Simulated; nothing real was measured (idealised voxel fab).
The process module presented herein is designated voxel capacitor over wiring.
The figure presents cross-section cut, which has a width of 225 nm and is divided into square cells with an edge length of 5 nm.
A cross-section is a grid of square cells, given in bands from the top down. A band is one or more rows of cells. For a band, the entry starts with two heights in nm, that of the top and then that of the bottom, and carries on with the band's materials in order from left to right, each alongside its width in nm; the word "everywhere" beside a single material means it fills the band edge to edge, and "blank" means empty space. Height is counted from the level 0, under which the received wafer is composed throughout of one material. The lowest of the bands is not closed at the bottom but continues downward, in the notation "from 0 down". Per-row width for "30 to 40": begins at first number (top row of band), ends at second number (bottom row), increment between rows held constant. "no modification" -> step changed no cross-section cell. "Non-vented voids": empty spaces of 8 cells or more with no open way to the top, each given as width x height at distance, distance from the left edge, all in nm. Formally, on a step line, whatever follows the settings is a remark that the simulator itself makes on the step. The "overlay nm" setting may appear on a step's line; for a step that uses a mask, it gives how far to the right of its planned position the mask lay, and a negative value indicates the left.

**Planned process steps**
step 1: RECEIVE, material Si
step 2: CONFORMAL_DEP, material SiO2, thk nm 10
step 3: CONFORMAL_DEP, material SiCN, thk nm 5
step 4: DIRECTIONAL_DEP, material SiO2, thk nm 20
step 5: PATTERN, tone open, mask id METAL_1, material resist, width nm 30, pitch nm 100, thk nm 20, overlay nm 0
step 6: DIRECTIONAL_ETCH, etch materials SiO2, depth nm 20
step 7: DIRECTIONAL_ETCH, etch materials SiCN, depth nm 5
step 8: STRIP, etch materials resist
step 9: CONFORMAL_DEP, material TiN, thk nm 5
step 10: FILL_DEP, material Cu, thk nm 10
step 11: CMP, height nm 35
step 12: EPI, material Ru, thk nm 5
step 13: FILL_DEP, material SiCN, thk nm 5
step 14: DIRECTIONAL_DEP, material lowk, thk nm 20
step 15: PATTERN, tone open, mask id PLUG_1, material resist, width nm 15, thk nm 20, overlay nm 0
step 16: DIRECTIONAL_ETCH, etch materials lowk, depth nm 20
step 17: DIRECTIONAL_ETCH, etch materials SiCN, depth nm 5
step 18: STRIP, etch materials resist
step 19: CONFORMAL_DEP, material TiN, thk nm 5
step 20: FILL_DEP, material W, thk nm 10
step 21: CMP, height nm 65
step 22: DIRECTIONAL_DEP, material TiN, thk nm 10
step 23: DIRECTIONAL_DEP, material Al2O3, thk nm 5
step 24: DIRECTIONAL_DEP, material TiN, thk nm 5
step 25: MASKED_ETCH, tone cover, mask id UPPER_PLATE, width nm 75, etch materials TiN, depth nm 5, overlay nm 0
step 26: MASKED_ETCH, tone cover, mask id UPPER_PLATE, width nm 75, etch materials Al2O3, depth nm 5, overlay nm 0
step 27: PATTERN, tone cover, mask id LOWER_PLATE, material resist, width nm 85, thk nm 15, overlay nm 0
step 28: DIRECTIONAL_ETCH, etch materials TiN, depth nm 10
step 29: STRIP, etch materials resist
step 30: FILL_DEP, material SiO2, thk nm 20
step 31: CMP, height nm 100
step 32: PATTERN, tone open, mask id PLUG_2, material resist, width nm 15, thk nm 15, overlay nm 0
step 33: DIRECTIONAL_ETCH, etch materials SiO2, depth nm 15
step 34: STRIP, etch materials resist
step 35: CONFORMAL_DEP, material TiN, thk nm 5
step 36: FILL_DEP, material W, thk nm 10
step 37: CMP, height nm 100
step 38: CONFORMAL_DEP, material SiN, thk nm 5

**Incoming wafer, cross-sectional view, post step 1**
    from 0 down = Si everywhere
    Non-vented voids: none

**The following cross-section depicts the wafer upon conclusion of the module. Processing commenced from the starting condition illustrated above and adhered to the plan illustrated above, save for one mistake in execution**
    from 105 to 100 = SiN everywhere
    from 100 to 90 = SiO2 65 nm | TiN 5 nm | W 15 nm | TiN 5 nm | SiO2 135 nm
    from 90 to 80 = SiO2 65 to 60 nm | TiN 25 to 75 nm | SiO2 135 to 90 nm
    from 80 to 75 = SiO2 60 nm | Al2O3 75 nm | SiO2 90 nm
    from 75 to 65 = SiO2 55 nm | TiN 85 nm | SiO2 85 nm
    from 65 to 45 = lowk 60 nm | TiN 5 nm | W 5 nm | TiN 5 nm | lowk 150 nm
    from 45 to 40 = SiCN 60 nm | TiN 15 nm | SiCN 150 nm
    from 40 to 35 = SiCN 40 nm | Ru 40 nm | SiCN 60 nm | Ru 40 nm | SiCN 45 nm
    from 35 to 15 = SiO2 45 nm | TiN 5 nm | Cu 20 nm | TiN 5 nm | SiO2 70 nm | TiN 5 nm | Cu 20 nm | TiN 5 nm | SiO2 50 nm
    from 15 to 10 = SiCN 45 nm | TiN 30 nm | SiCN 70 nm | TiN 30 nm | SiCN 50 nm
    from 10 to 0 = SiO2 everywhere
    from 0 down = Si everywhere
    Non-vented voids: none
Plan not followed: step 32 changed vs plan, executed as PATTERN, tone open, mask id PLUG_2, material resist, width nm 25, thk nm 15, overlay nm 0
